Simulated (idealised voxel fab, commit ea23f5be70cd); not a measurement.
Process module heading - voxel transistor to metal
Cross-section cut spans 210 nm and uses square cells 5 nm in size.
Notation: cross-section as square-cell grid; stated in bands, top first, going down; one or more cell rows per band. Quick guide to a band line: top height, bottom height (nm) up front; then every material left to right with its width in nm. Only one material and it's marked "full width"? Then it fills the band edge to edge. And "blank" just means empty space. Heights are reckoned from 0. Under this level, the received wafer is all of one material. The bottommost band is open-ended downward, for example "0 and below". A two-number width, for instance "30->40", indicates that the width is equal to the first number in the top row of the band and to the second number in the bottom row, and that it changes by a constant amount per row of cells. "no modifications" after a step means that no cell of the cross-section changed. "Closed void list" enumerates empty spaces isolated from the top, with no open way to it, that contain at least 8 cells, giving each as width x height at distance from the left edge, all three in nm. If you see something after the settings on a step's line, that's the simulator's own remark about that step. overlay nm: where the mask lay relative to plan, measured to the right, on steps with a mask; negatives go left.
Listed below are the process steps as planned:
1 RECEIVE, material Si
2 CONFORMAL_DEP, material SiO2, thk nm 5
3 CONFORMAL_DEP, material SiN, thk nm 15
4 PATTERN, tone cover, mask id ACTIVE, material resist, width nm 115, thk nm 15, overlay nm 0
5 DIRECTIONAL_ETCH, etch materials SiN, depth nm 15
6 DIRECTIONAL_ETCH, etch materials SiO2, depth nm 5
7 DIRECTIONAL_ETCH, etch materials Si, depth nm 20
8 STRIP, etch materials resist
9 FILL_DEP, material SiO2, thk nm 10
10 CMP, height nm 20
11 SELECTIVE_ETCH, etch materials SiO2, depth nm 15
12 STRIP, etch materials SiN
13 SELECTIVE_ETCH, etch materials SiO2, depth nm 5
14 OXIDIZE, depth nm 5
15 DIRECTIONAL_DEP, material polySi, thk nm 25
16 DIRECTIONAL_DEP, material SiCN, thk nm 10
17 PATTERN, tone cover, mask id GATE, material resist, width nm 25, thk nm 20, overlay nm 0
18 DIRECTIONAL_ETCH, etch materials SiCN, depth nm 20
19 DIRECTIONAL_ETCH, etch materials polySi, depth nm 35
20 STRIP, etch materials resist
21 CONFORMAL_DEP, material SiO2, thk nm 5
22 DIRECTIONAL_ETCH, etch materials SiO2, depth nm 5
23 CONFORMAL_DEP, material SiN, thk nm 10
24 DIRECTIONAL_ETCH, etch materials SiN, depth nm 10
25 DIRECTIONAL_ETCH, etch materials SiO2, depth nm 5
26 DIRECTIONAL_ETCH, etch materials Si, depth nm 15
27 EPI, material pSi, thk nm 20
28 FILL_DEP, material SiO2, thk nm 10
29 CMP, height nm 35
30 DIRECTIONAL_DEP, material SiO2, thk nm 15
31 DIRECTIONAL_DEP, material aC, thk nm 15
32 PATTERN, tone open, mask id CONTACT, material resist, width nm 30, pitch nm 65, thk nm 30, overlay nm 0
33 DIRECTIONAL_ETCH, etch materials aC, depth nm 15
34 STRIP, etch materials resist
35 DIRECTIONAL_ETCH, etch materials SiO2, depth nm 35
36 STRIP, etch materials aC
37 CONFORMAL_DEP, material TiN, thk nm 5
38 FILL_DEP, material W, thk nm 10
39 CMP, height nm 50
40 CONFORMAL_DEP, material SiCN, thk nm 5
41 DIRECTIONAL_DEP, material lowk, thk nm 20
42 DIRECTIONAL_DEP, material aC, thk nm 10
43 PATTERN, tone open, mask id METAL_1, material resist, width nm 15, pitch nm 80, thk nm 30, overlay nm 0
44 DIRECTIONAL_ETCH, etch materials aC, depth nm 10
45 STRIP, etch materials resist
46 DIRECTIONAL_ETCH, etch materials lowk, depth nm 20
47 DIRECTIONAL_ETCH, etch materials SiCN, depth nm 5
48 STRIP, etch materials aC
49 CONFORMAL_DEP, material TiN, thk nm 5
50 FILL_DEP, material W, thk nm 10
51 CMP, height nm 75
52 EPI, material Ru, thk nm 5
53 FILL_DEP, material SiCN, thk nm 5
54 DIRECTIONAL_DEP, material SiO2, thk nm 30
55 PATTERN, tone open, mask id METAL_2, material resist, width nm 15, pitch nm 80, thk nm 20, overlay nm 0
56 DIRECTIONAL_ETCH, etch materials SiO2, depth nm 20
57 STRIP, etch materials resist
58 MASKED_ETCH, tone open, mask id METAL_2_HOLES, width nm 15, pitch nm 80, etch materials SiO2, depth nm 10, overlay nm 0
59 MASKED_ETCH, tone open, mask id METAL_2_HOLES, width nm 15, pitch nm 80, etch materials SiCN, depth nm 5, overlay nm 0
60 CONFORMAL_DEP, material TiN, thk nm 5
61 FILL_DEP, material Cu, thk nm 10
62 CMP, height nm 115
63 CONFORMAL_DEP, material SiN, thk nm 5
as received, after step 1:
	0 and below: Si full width
	Closed void list: none
Here's the cross-section of the first of our two wafers at the end of the module - it ran as planned:
	120 down to 115: SiN full width
	115 down to 85: SiO2 55 nm / TiN 5 nm / Cu 5 nm / TiN 5 nm / SiO2 65 nm / TiN 5 nm / Cu 5 nm / TiN 5 nm / SiO2 60 nm
	85 down to 80: SiCN 55 nm / TiN 15 nm / SiCN 65 nm / TiN 15 nm / SiCN 60 nm
	80 down to 75: SiCN 50 nm / Ru 25 nm / SiCN 55 nm / Ru 25 nm / SiCN 55 nm
	75 down to 55: lowk 55 nm / TiN 5 nm / W 5 nm / TiN 5 nm / lowk 65 nm / TiN 5 nm / W 5 nm / TiN 5 nm / lowk 60 nm
	55 down to 50: SiCN 55 nm / TiN 15 nm / SiCN 65 nm / TiN 15 nm / SiCN 60 nm
	50 down to 40: SiO2 55 nm / TiN 5 nm / W 20 nm / TiN 5 nm / SiO2 35 nm / TiN 5 nm / W 20 nm / TiN 5 nm / SiO2 60 nm
	40 down to 35: SiO2 55 nm / TiN 5 nm / W 10 nm / TiN 15 nm / SiO2 35 nm / TiN 15 nm / W 10 nm / TiN 5 nm / SiO2 60 nm
	35 down to 25: SiO2 55 nm / TiN 5 nm / W 10 nm / TiN 5 nm / SiN 10 nm / SiO2 5 nm / SiCN 25 nm / SiO2 5 nm / SiN 10 nm / TiN 5 nm / W 10 nm / TiN 5 nm / SiO2 60 nm
	25 down to 20: SiO2 55 nm / TiN 5 nm / W 10 nm / TiN 5 nm / SiN 10 nm / SiO2 5 nm / polySi 25 nm / SiO2 5 nm / SiN 10 nm / TiN 5 nm / W 10 nm / TiN 5 nm / SiO2 60 nm
	20 down to 15: SiO2 55 nm / TiN 20 nm / SiN 10 nm / SiO2 5 nm / polySi 25 nm / SiO2 5 nm / SiN 10 nm / TiN 20 nm / SiO2 60 nm
	15 down to 0: SiO2 55 nm / pSi 20 nm / SiN 10 nm / SiO2 5 nm / polySi 25 nm / SiO2 5 nm / SiN 10 nm / pSi 20 nm / SiO2 60 nm
	0 down to -5: SiO2 40 nm / pSi 35 nm / SiO2 55 nm / pSi 35 nm / SiO2 45 nm
	-5 down to -20: SiO2 45 nm / pSi 30 nm / Si 55 nm / pSi 30 nm / SiO2 50 nm
	-20 and below: Si full width
	Closed void list: none
Wafer two (of two), end-of-module cross-section: start = wafer one, plan = wafer one, one run mistake:
	120 down to 115: SiN full width
	115 down to 85: SiO2 55 nm / TiN 5 nm / Cu 5 nm / TiN 5 nm / SiO2 65 nm / TiN 5 nm / Cu 5 nm / TiN 5 nm / SiO2 60 nm
	85 down to 80: SiCN 55 nm / TiN 15 nm / SiCN 65 nm / TiN 15 nm / SiCN 60 nm
	80 down to 75: SiCN 50 nm / Ru 25 nm / SiCN 55 nm / Ru 25 nm / SiCN 55 nm
	75 down to 55: lowk 55 nm / TiN 5 nm / W 5 nm / TiN 5 nm / lowk 65 nm / TiN 5 nm / W 5 nm / TiN 5 nm / lowk 60 nm
	55 down to 50: SiCN 55 nm / TiN 15 nm / SiCN 65 nm / TiN 15 nm / SiCN 60 nm
	50 down to 35: SiO2 55 nm / TiN 5 nm / W 20 nm / TiN 5 nm / SiO2 35 nm / TiN 5 nm / W 20 nm / TiN 5 nm / SiO2 60 nm
	35 down to 25: SiO2 55 nm / TiN 5 nm / W 20 nm / TiN 5 nm / SiO2 5 nm / SiCN 25 nm / SiO2 5 nm / TiN 5 nm / W 20 nm / TiN 5 nm / SiO2 60 nm
	25 down to 20: SiO2 55 nm / TiN 5 nm / W 20 nm / TiN 5 nm / SiO2 5 nm / polySi 25 nm / SiO2 5 nm / TiN 5 nm / W 20 nm / TiN 5 nm / SiO2 60 nm
	20 down to 15: SiO2 55 nm / TiN 30 nm / SiO2 5 nm / polySi 25 nm / SiO2 5 nm / TiN 30 nm / SiO2 60 nm
	15 down to 0: SiO2 90 nm / polySi 25 nm / SiO2 95 nm
	0 down to -5: SiO2 full width
	-5 down to -20: SiO2 45 nm / Si 115 nm / SiO2 50 nm
	-20 and below: Si full width
	Closed void list: none
So what did we get wrong on this run? heads up, step 23 didn't go per plan, it actually ran as CONFORMAL_DEP, material SiO2, thk nm 10
Final difference in cells, second wafer against first, listed per material as more or fewer: 36 more of Si, 28 fewer of SiN, 50 more of SiO2, 16 more of W, 74 fewer of pSi
